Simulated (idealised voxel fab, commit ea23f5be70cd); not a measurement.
The following is a process module called voxel wiring stack.
The width of the displayed cross-section, cut, is 260 nm; its cells are square, with a size of 5 nm.
We lay out every cross-section as a grid of square cells and spell it out in bands from the top down, where one band means one or more rows of cells. For a band, the entry starts with two heights in nm, that of the top and then that of the bottom, and carries on with the band's materials in order from left to right, each alongside its width in nm; the word "throughout" beside a single material means it fills the band edge to edge, and "blank" means empty space. Zero point of the height axis is 0; under it, received wafer = one material. Lowest band: continues down indefinitely, "top 0, no bottom". The width entry "30..40" should be interpreted row by row: the top row of cells in the band takes the first number, the bottom row takes the second number, and the change between adjacent rows is uniform throughout. Step marked "no modification"? Then no cell in the cross-section changed in it. If an empty space has no open way to the top and is at least 8 cells in size, "Unvented cavities" lists it, written width x height at distance, where distance is measured from the left edge and every value is in nm. It should be noted that, on the line of a given step, the content following the step's settings is a remark produced by the simulator itself with respect to that step. A step line may carry the setting "overlay nm", which, for steps involving a mask, states the distance by which the mask lay to the right of its intended position; negative values denote displacement to the left.

Set out below are the planned steps of the process
1) RECEIVE (material Si)
2) CONFORMAL_DEP (material SiO2; thk nm 15)
3) CONFORMAL_DEP (material SiCN; thk nm 5)
4) DIRECTIONAL_DEP (material lowk; thk nm 25)
5) PATTERN (tone open; mask id METAL_1; material resist; width nm 25; pitch nm 40; thk nm 15; overlay nm 0)
6) DIRECTIONAL_ETCH (etch materials lowk; depth nm 25)
7) DIRECTIONAL_ETCH (etch materials SiCN; depth nm 5)
8) STRIP (etch materials resist)
9) CONFORMAL_DEP (material TiN; thk nm 5)
10) FILL_DEP (material Cu; thk nm 10)
11) CMP (height nm 45)
12) CONFORMAL_DEP (material SiCN; thk nm 5)
13) DIRECTIONAL_DEP (material lowk; thk nm 35)
14) PATTERN (tone open; mask id METAL_2_HOLES; material resist; width nm 15; pitch nm 40; thk nm 15; overlay nm 0)
15) DIRECTIONAL_ETCH (etch materials lowk; depth nm 35)
16) STRIP (etch materials resist)
17) MASKED_ETCH (tone open; mask id METAL_2; width nm 25; pitch nm 40; etch materials lowk; depth nm 20; overlay nm 0)
18) MASKED_ETCH (tone open; mask id METAL_2; width nm 25; pitch nm 40; etch materials SiCN; depth nm 5; overlay nm 0)
19) CONFORMAL_DEP (material TiN; thk nm 5)
20) FILL_DEP (material Ru; thk nm 5)
21) CMP (height nm 85)
22) CONFORMAL_DEP (material SiCN; thk nm 5)
23) DIRECTIONAL_DEP (material lowk; thk nm 35)
24) DIRECTIONAL_DEP (material aC; thk nm 10)
25) PATTERN (tone open; mask id METAL_3; material resist; width nm 25; pitch nm 40; thk nm 30; overlay nm 0)
26) DIRECTIONAL_ETCH (etch materials aC; depth nm 10)
27) STRIP (etch materials resist)
28) DIRECTIONAL_ETCH (etch materials lowk; depth nm 20)
29) STRIP (etch materials aC)
30) DIRECTIONAL_DEP (material aC; thk nm 10)
31) PATTERN (tone open; mask id METAL_3_HOLES; material resist; width nm 15; pitch nm 80; thk nm 30; overlay nm 0)
32) DIRECTIONAL_ETCH (etch materials aC; depth nm 10)
33) STRIP (etch materials resist)
34) DIRECTIONAL_ETCH (etch materials lowk; depth nm 15)
35) DIRECTIONAL_ETCH (etch materials SiCN; depth nm 5)
36) STRIP (etch materials aC)
37) CONFORMAL_DEP (material TiN; thk nm 5)
38) FILL_DEP (material Cu; thk nm 10)
39) CMP (height nm 125)
40) CONFORMAL_DEP (material SiCN; thk nm 5)
41) DIRECTIONAL_DEP (material lowk; thk nm 35)
42) PATTERN (tone open; mask id METAL_4_HOLES; material resist; width nm 15; pitch nm 40; thk nm 20; overlay nm 0)
43) DIRECTIONAL_ETCH (etch materials lowk; depth nm 35)
44) STRIP (etch materials resist)
45) DIRECTIONAL_DEP (material aC; thk nm 10)
46) PATTERN (tone open; mask id METAL_4; material resist; width nm 25; pitch nm 40; thk nm 30; overlay nm 0)
47) DIRECTIONAL_ETCH (etch materials aC; depth nm 10)
48) STRIP (etch materials resist)
49) DIRECTIONAL_ETCH (etch materials lowk; depth nm 20)
50) DIRECTIONAL_ETCH (etch materials SiCN; depth nm 5)
51) STRIP (etch materials aC)
52) CONFORMAL_DEP (material TiN; thk nm 5)
53) FILL_DEP (material Cu; thk nm 10)
54) CMP (height nm 165)
55) CONFORMAL_DEP (material SiCN; thk nm 5)

Incoming wafer, cross-sectional view, post step 1
  top 0, no bottom = Si throughout
  Unvented cavities: none

End-of-module cross-section. Starting structure and process plan as above; one mistake made in running it
  top 170, bottom 165 = SiCN throughout
  top 165, bottom 160 = 75 SiCN / 25 TiN / 15 SiCN / 25 TiN / 15 SiCN / 25 TiN / 80 SiCN
  top 160, bottom 125 = lowk throughout
  top 125, bottom 110 = 75 lowk / 5 TiN / 15 Cu / 5 TiN / 15 lowk / 5 TiN / 15 Cu / 5 TiN / 15 lowk / 5 TiN / 15 Cu / 5 TiN / 80 lowk
  top 110, bottom 105 = 75 lowk / 5 TiN / 5 Cu / 15 TiN / 15 lowk / 25 TiN / 15 lowk / 5 TiN / 5 Cu / 15 TiN / 80 lowk
  top 105, bottom 90 = 75 lowk / 5 TiN / 5 Cu / 5 TiN / 65 lowk / 5 TiN / 5 Cu / 5 TiN / 90 lowk
  top 90, bottom 85 = 75 SiCN / 15 TiN / 65 SiCN / 15 TiN / 90 SiCN
  top 85, bottom 70 = 75 lowk / 5 TiN / 15 Ru / 5 TiN / 15 lowk / 5 TiN / 15 Ru / 5 TiN / 15 lowk / 5 TiN / 15 Ru / 5 TiN / 80 lowk
  top 70, bottom 65 = 75 lowk / 5 TiN / 5 Ru / 15 TiN / 15 lowk / 5 TiN / 5 Ru / 15 TiN / 15 lowk / 5 TiN / 5 Ru / 15 TiN / 80 lowk
  top 65, bottom 50 = 75 lowk / 5 TiN / 5 Ru / 5 TiN / 25 lowk / 5 TiN / 5 Ru / 5 TiN / 25 lowk / 5 TiN / 5 Ru / 5 TiN / 90 lowk
  top 50, bottom 45 = 75 SiCN / 15 TiN / 25 SiCN / 15 TiN / 25 SiCN / 15 TiN / 90 SiCN
  top 45, bottom 20 = 75 lowk / 5 TiN / 15 Cu / 5 TiN / 15 lowk / 5 TiN / 15 Cu / 5 TiN / 15 lowk / 5 TiN / 15 Cu / 5 TiN / 80 lowk
  top 20, bottom 15 = 75 SiCN / 25 TiN / 15 SiCN / 25 TiN / 15 SiCN / 25 TiN / 80 SiCN
  top 15, bottom 0 = SiO2 throughout
  top 0, no bottom = Si throughout
  Unvented cavities: none
Plan not followed: step 41 occupied the plan position of step 40, and the converse holds as well
